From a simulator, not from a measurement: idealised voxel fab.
This is a process module. Its name is voxel double patterning.
Cross-section cut spans 220 nm and uses square cells 5 nm in size.
Cross-section = grid of square cells, listed top down in bands; band = one or more rows. Within each band entry, the heights of the top and of the bottom of the band appear first, in that order and in nm; the materials of the band then follow from left to right, each with its corresponding width in nm. The designation "throughout" on a single material indicates that it fills the band from edge to edge; the designation "empty" indicates empty space. Basically, 0 is our baseline, since under it the wafer straight out of the box is all one material. The bottom band has no lower end and keeps on going down, so it looks like "0 and below". Think of "30->40" as a width that walks from the first number to the second as you go down the band, top row to bottom row, taking equal-sized steps from row to row. Where the words "remained unchanged" appear for a step, the cross-section shows no cell changed by that step; every cell remained as before. Voids lacking openings: empty space of 8 cells or more with no open way to the top, each as width x height at its distance from the left edge, in nm. Past the settings on a step's line: simulator remark, on that step. overlay nm: right-of-plan distance of the mask on a masked step; negative values mean left-of-plan.
Listed below are the process steps as planned:
1 RECEIVE with material Si
2 CONFORMAL_DEP with material SiO2, thk nm 5
3 DIRECTIONAL_DEP with material TiN, thk nm 10
4 DIRECTIONAL_DEP with material SiCN, thk nm 5
5 DIRECTIONAL_DEP with material aC, thk nm 10
6 PATTERN with tone open, mask id FIRST, material resist, width nm 15, pitch nm 50, thk nm 25, overlay nm 0
7 DIRECTIONAL_ETCH with etch materials aC, depth nm 10
8 STRIP with etch materials resist
9 DIRECTIONAL_ETCH with etch materials SiCN, depth nm 5
10 STRIP with etch materials aC
11 MASKED_ETCH with tone open, mask id SECOND, width nm 15, pitch nm 50, etch materials SiCN, depth nm 5, overlay nm 0
12 DIRECTIONAL_ETCH with etch materials TiN, depth nm 10
13 STRIP with etch materials SiCN
What follows covers the first of two wafers; it ran as planned:
Wafer cross-section on receipt, i.e. after step 1:
* 0 and below = Si throughout
* Voids lacking openings: none
Cross-section of the wafer after step 2:
* 5 down to 0 = SiO2 throughout
* Anything lower than 0 is untouched.
Cross-section of the wafer after step 3:
* 15 down to 5 = TiN throughout
* Anything lower than 5 is untouched.
Cross-section of the wafer after step 4:
* 20 down to 15 = SiCN throughout
* Anything lower than 15 is untouched.
Cross-section of the wafer after step 5:
* 30 down to 20 = aC throughout
* Anything lower than 20 is untouched.
Cross-section of the wafer after step 6:
* 55 down to 30 = 50 nm resist; 15 nm empty; 35 nm resist; 15 nm empty; 35 nm resist; 15 nm empty; 55 nm resist
* Anything lower than 30 is untouched.
Cross-section of the wafer after step 7:
* 45 down to 30 = 50 nm resist; 15 nm empty; 35 nm resist; 15 nm empty; 35 nm resist; 15 nm empty; 55 nm resist
* 30 down to 20 = 50 nm aC; 15 nm empty; 35 nm aC; 15 nm empty; 35 nm aC; 15 nm empty; 55 nm aC
* Anything lower than 20 is untouched.
Cross-section of the wafer after step 8:
* 30 down to 20 = 50 nm aC; 15 nm empty; 35 nm aC; 15 nm empty; 35 nm aC; 15 nm empty; 55 nm aC
* Anything lower than 20 is untouched.
Cross-section of the wafer after step 9:
* 30 down to 20 = 50 nm aC; 15 nm empty; 35 nm aC; 15 nm empty; 35 nm aC; 15 nm empty; 55 nm aC
* 20 down to 15 = 50 nm SiCN; 15 nm empty; 35 nm SiCN; 15 nm empty; 35 nm SiCN; 15 nm empty; 55 nm SiCN
* Anything lower than 15 is untouched.
Cross-section of the wafer after step 10:
* 20 down to 15 = 50 nm SiCN; 15 nm empty; 35 nm SiCN; 15 nm empty; 35 nm SiCN; 15 nm empty; 55 nm SiCN
* Anything lower than 15 is untouched.
Cross-section of the wafer after step 11:
* 20 down to 15 = 50 nm SiCN; 15 nm empty; 10 nm SiCN; 15 nm empty; 10 nm SiCN; 15 nm empty; 10 nm SiCN; 15 nm empty; 10 nm SiCN; 15 nm empty; 55 nm SiCN
* Anything lower than 15 is untouched.
Cross-section of the wafer after step 12:
* 20 down to 15 = 50 nm SiCN; 15 nm empty; 10 nm SiCN; 15 nm empty; 10 nm SiCN; 15 nm empty; 10 nm SiCN; 15 nm empty; 10 nm SiCN; 15 nm empty; 55 nm SiCN
* 15 down to 5 = 50 nm TiN; 15 nm empty; 10 nm TiN; 15 nm empty; 10 nm TiN; 15 nm empty; 10 nm TiN; 15 nm empty; 10 nm TiN; 15 nm empty; 55 nm TiN
* Anything lower than 5 is untouched.
Cross-section of the wafer after step 13:
* 15 down to 5 = 50 nm TiN; 15 nm empty; 10 nm TiN; 15 nm empty; 10 nm TiN; 15 nm empty; 10 nm TiN; 15 nm empty; 10 nm TiN; 15 nm empty; 55 nm TiN
* Anything lower than 5 is untouched.
Wafer two. Same start, same plan, one slip in execution. Same as wafer one through step 1, inclusive:
Cross-section of the second wafer when, according to plan, step 2 should have finished:
* 10 down to 0 = TiN throughout
* Anything lower than 0 is untouched.
Cross-section of the second wafer when, according to plan, step 3 should have finished:
* 15 down to 10 = SiO2 throughout
* Anything lower than 10 is untouched.
Cross-section of the second wafer when, according to plan, step 4 should have finished:
* 20 down to 15 = SiCN throughout
* Anything lower than 15 is untouched.
Cross-section of the second wafer when, according to plan, step 5 should have finished:
* 30 down to 20 = aC throughout
* Anything lower than 20 is untouched.
Cross-section of the second wafer when, according to plan, step 6 should have finished:
* 55 down to 30 = 50 nm resist; 15 nm empty; 35 nm resist; 15 nm empty; 35 nm resist; 15 nm empty; 55 nm resist
* Anything lower than 30 is untouched.
Cross-section of the second wafer when, according to plan, step 7 should have finished:
* 45 down to 30 = 50 nm resist; 15 nm empty; 35 nm resist; 15 nm empty; 35 nm resist; 15 nm empty; 55 nm resist
* 30 down to 20 = 50 nm aC; 15 nm empty; 35 nm aC; 15 nm empty; 35 nm aC; 15 nm empty; 55 nm aC
* Anything lower than 20 is untouched.
Cross-section of the second wafer when, according to plan, step 8 should have finished:
* 30 down to 20 = 50 nm aC; 15 nm empty; 35 nm aC; 15 nm empty; 35 nm aC; 15 nm empty; 55 nm aC
* Anything lower than 20 is untouched.
Cross-section of the second wafer when, according to plan, step 9 should have finished:
* 30 down to 20 = 50 nm aC; 15 nm empty; 35 nm aC; 15 nm empty; 35 nm aC; 15 nm empty; 55 nm aC
* 20 down to 15 = 50 nm SiCN; 15 nm empty; 35 nm SiCN; 15 nm empty; 35 nm SiCN; 15 nm empty; 55 nm SiCN
* Anything lower than 15 is untouched.
Cross-section of the second wafer when, according to plan, step 10 should have finished:
* 20 down to 15 = 50 nm SiCN; 15 nm empty; 35 nm SiCN; 15 nm empty; 35 nm SiCN; 15 nm empty; 55 nm SiCN
* Anything lower than 15 is untouched.
Cross-section of the second wafer when, according to plan, step 11 should have finished:
* 20 down to 15 = 50 nm SiCN; 15 nm empty; 10 nm SiCN; 15 nm empty; 10 nm SiCN; 15 nm empty; 10 nm SiCN; 15 nm empty; 10 nm SiCN; 15 nm empty; 55 nm SiCN
* Anything lower than 15 is untouched.
Cross-section of the second wafer when, according to plan, step 12 should have finished: remained unchanged
Cross-section of the second wafer when, according to plan, step 13 should have finished:
* 15 down to 10 = SiO2 throughout
* Anything lower than 10 is untouched.
Nonconformance to the process plan: order of steps 2 and 3 inverted relative to the plan
Final wafer comparison in cells, second versus first, more or fewer per material: TiN: 30 more
